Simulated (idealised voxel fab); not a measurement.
Process module, titled voxel wiring stack
Section shown: cut. Width: 280 nm. Cell size: 5 nm, square.
Reading order for cross-sections: top band down to bottom band. Underlying form: a grid of square cells. Band size: one or more rows of cells. Band: top height; bottom height; in nm. Then, left to right: material with width in nm, for each material. "edge to edge": a single material spanning edge to edge. "air": empty space. Zero point of the height axis is 0; under it, received wafer = one material. Lowest band: continues down indefinitely, "0 nm and below". So if you see something like "30..40" for the width, read it as the top row of the band sitting at the first number and the bottom row at the second, with every row in between moving by the same amount as the last. "everything unchanged" for a step: no cell of the cross-section changed in that step. Look at "Closed voids list" for the closed voids: empty spaces with no open path to the top, sized 8 cells or up. Each is width x height at distance, distance from the left edge, all nm. On each step's line, the part that comes after the settings is the simulator's own comment on the step. A step line may carry the setting "overlay nm", which, for steps involving a mask, states the distance by which the mask lay to the right of its intended position; negative values denote displacement to the left.
Intended process steps:
1,RECEIVE: material Si
2,CONFORMAL_DEP: material SiO2, thk nm 10
3,CONFORMAL_DEP: material SiCN, thk nm 5
4,DIRECTIONAL_DEP: material lowk, thk nm 25
5,DIRECTIONAL_DEP: material aC, thk nm 10
6,PATTERN: tone open, mask id METAL_1, material resist, width nm 30, pitch nm 55, thk nm 30, overlay nm 0
7,DIRECTIONAL_ETCH: etch materials aC, depth nm 10
8,STRIP: etch materials resist
9,DIRECTIONAL_ETCH: etch materials lowk, depth nm 25
10,DIRECTIONAL_ETCH: etch materials SiCN, depth nm 5
11,STRIP: etch materials aC
12,CONFORMAL_DEP: material TiN, thk nm 5
13,FILL_DEP: material Ru, thk nm 5
14,CMP: height nm 40
15,EPI: material Ru, thk nm 5
16,FILL_DEP: material SiCN, thk nm 5
17,DIRECTIONAL_DEP: material lowk, thk nm 15
18,DIRECTIONAL_DEP: material aC, thk nm 15
19,PATTERN: tone open, mask id PLUG_1, material resist, width nm 15, pitch nm 110, thk nm 35, overlay nm 0
20,DIRECTIONAL_ETCH: etch materials aC, depth nm 15
21,STRIP: etch materials resist
22,DIRECTIONAL_ETCH: etch materials lowk, depth nm 15
23,DIRECTIONAL_ETCH: etch materials SiCN, depth nm 5
24,STRIP: etch materials aC
25,EPI: material Ru, thk nm 10
26,EPI: material Ru, thk nm 10
27,DIRECTIONAL_DEP: material TiN, thk nm 5
28,DIRECTIONAL_DEP: material W, thk nm 25
29,DIRECTIONAL_DEP: material aC, thk nm 10
30,PATTERN: tone cover, mask id METAL_2, material resist, width nm 30, pitch nm 55, thk nm 30, overlay nm 0
31,DIRECTIONAL_ETCH: etch materials aC, depth nm 10
32,STRIP: etch materials resist
33,DIRECTIONAL_ETCH: etch materials W, depth nm 25
34,DIRECTIONAL_ETCH: etch materials TiN, depth nm 5
35,STRIP: etch materials aC
36,CONFORMAL_DEP: material SiCN, thk nm 5
37,FILL_DEP: material lowk, thk nm 5
38,CMP: height nm 95
39,CONFORMAL_DEP: material SiCN, thk nm 5
40,DIRECTIONAL_DEP: material SiO2, thk nm 20
41,MASKED_ETCH: tone open, mask id PLUG_2, width nm 15, pitch nm 55, etch materials SiO2, depth nm 20, overlay nm 0
42,MASKED_ETCH: tone open, mask id PLUG_2, width nm 15, pitch nm 55, etch materials SiCN, depth nm 5, overlay nm 0
43,EPI: material Ru, thk nm 10
44,EPI: material Ru, thk nm 10
45,EPI: material Ru, thk nm 5
46,DIRECTIONAL_DEP: material TiN, thk nm 5
47,DIRECTIONAL_DEP: material Ru, thk nm 25
48,MASKED_ETCH: tone cover, mask id METAL_3, width nm 30, pitch nm 55, etch materials Ru, depth nm 25, overlay nm 0
49,MASKED_ETCH: tone cover, mask id METAL_3, width nm 30, pitch nm 55, etch materials TiN, depth nm 5, overlay nm 0
50,FILL_DEP: material lowk, thk nm 5
51,CMP: height nm 150
52,CONFORMAL_DEP: material SiN, thk nm 5
What sets these wafers apart? The width nm at step 41. They all start alike, and the plan carries the first wafer's value.
Step 1 complete: as-received cross-section of the first of several wafers:
0 nm and below | Si edge to edge
Closed voids list: none
Every row in this table is a wafer at the end of the module, and it gives, for each of the materials, the cells that wafer has gained (+) or lost (-) since it was received, then its closed voids:
width nm 15 | +316 Ru | +222 SiCN | +56 SiN | +288 SiO2 | +112 TiN | +120 W | +622 lowk | Closed voids list: none
width nm 20 | +332 Ru | +222 SiCN | +56 SiN | +272 SiO2 | +112 TiN | +120 W | +622 lowk | Closed voids list: none
width nm 25 | +348 Ru | +222 SiCN | +56 SiN | +256 SiO2 | +112 TiN | +120 W | +622 lowk | Closed voids list: none
width nm 30 | +364 Ru | +222 SiCN | +56 SiN | +240 SiO2 | +112 TiN | +120 W | +622 lowk | Closed voids list: none
